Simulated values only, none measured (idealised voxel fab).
This section sets out a process module, namely voxel released beams.
Pictured: cross-section cut, 140 nm wide, on a grid of 5 nm square cells.
When this document writes out a cross-section, it uses a grid of square cells and lists it as bands, beginning at the top and moving down, with a band standing for one or more rows of cells.
This entry defines a band. It first specifies the height of the band's top and the height of its bottom in nm, and then specifies the band's materials from left to right, stating each material with its width in nm. The word "edge to edge" identifies a single material that fills the band from edge to edge, while the word "air" identifies empty space.
Height 0 is the level under which the wafer as received is all one material. The lowest band goes on downwards, as in "0 and below".
A width such as "30 to 40" changes by the same amount from each row of cells to the next, from the band's top row to its bottom row.
"same as before" (step): cross-section cells unchanged, all of them.
Heads up: "Completely sealed voids" only lists the empty pockets with no open path to the top that are 8 cells or more, and it writes them as width x height at distance, distance from the left edge, in nm.
It should be noted that, on the line of a given step, the content following the step's settings is a remark produced by the simulator itself with respect to that step.
overlay nm, on a step with a mask: how far to the right of its planned place the mask lay; to the left if negative
The planned process steps are enumerated hereunder:
1: RECEIVE,material Si
2: CONFORMAL_DEP,material SiN,thk nm 5
3: DIRECTIONAL_DEP,material SiO2,thk nm 10
4: DIRECTIONAL_DEP,material aC,thk nm 15
5: PATTERN,tone open,mask id ANCHOR,material resist,width nm 25,thk nm 30,overlay nm 0
6: DIRECTIONAL_ETCH,etch materials aC,depth nm 15
7: STRIP,etch materials resist
8: DIRECTIONAL_ETCH,etch materials SiO2,depth nm 10
9: STRIP,etch materials aC
10: CONFORMAL_DEP,material W,thk nm 10
11: MASKED_ETCH,tone cover,mask id BEAM,width nm 70,etch materials W,depth nm 10,overlay nm 0
12: STRIP,etch materials SiO2
Received-state cross-section, reflecting completion of step 1:
    0 and below | Si edge to edge
    Completely sealed voids: none
Look at the cross-section after the module: the wafer started out the way shown above and the plan was the one shown above, yet one mistake was made along the way:
    20 down to 15 | 30 air / 15 W / 5 air / 50 W / 40 air
    15 down to 5 | 30 to 35 air / 70 to 25 W / 40 to 80 air
    5 down to 0 | SiN edge to edge
    0 and below | Si edge to edge
    Completely sealed voids: none
Run error: step 3 changed vs plan, executed as DIRECTIONAL_DEP,material SiO2,thk nm 5
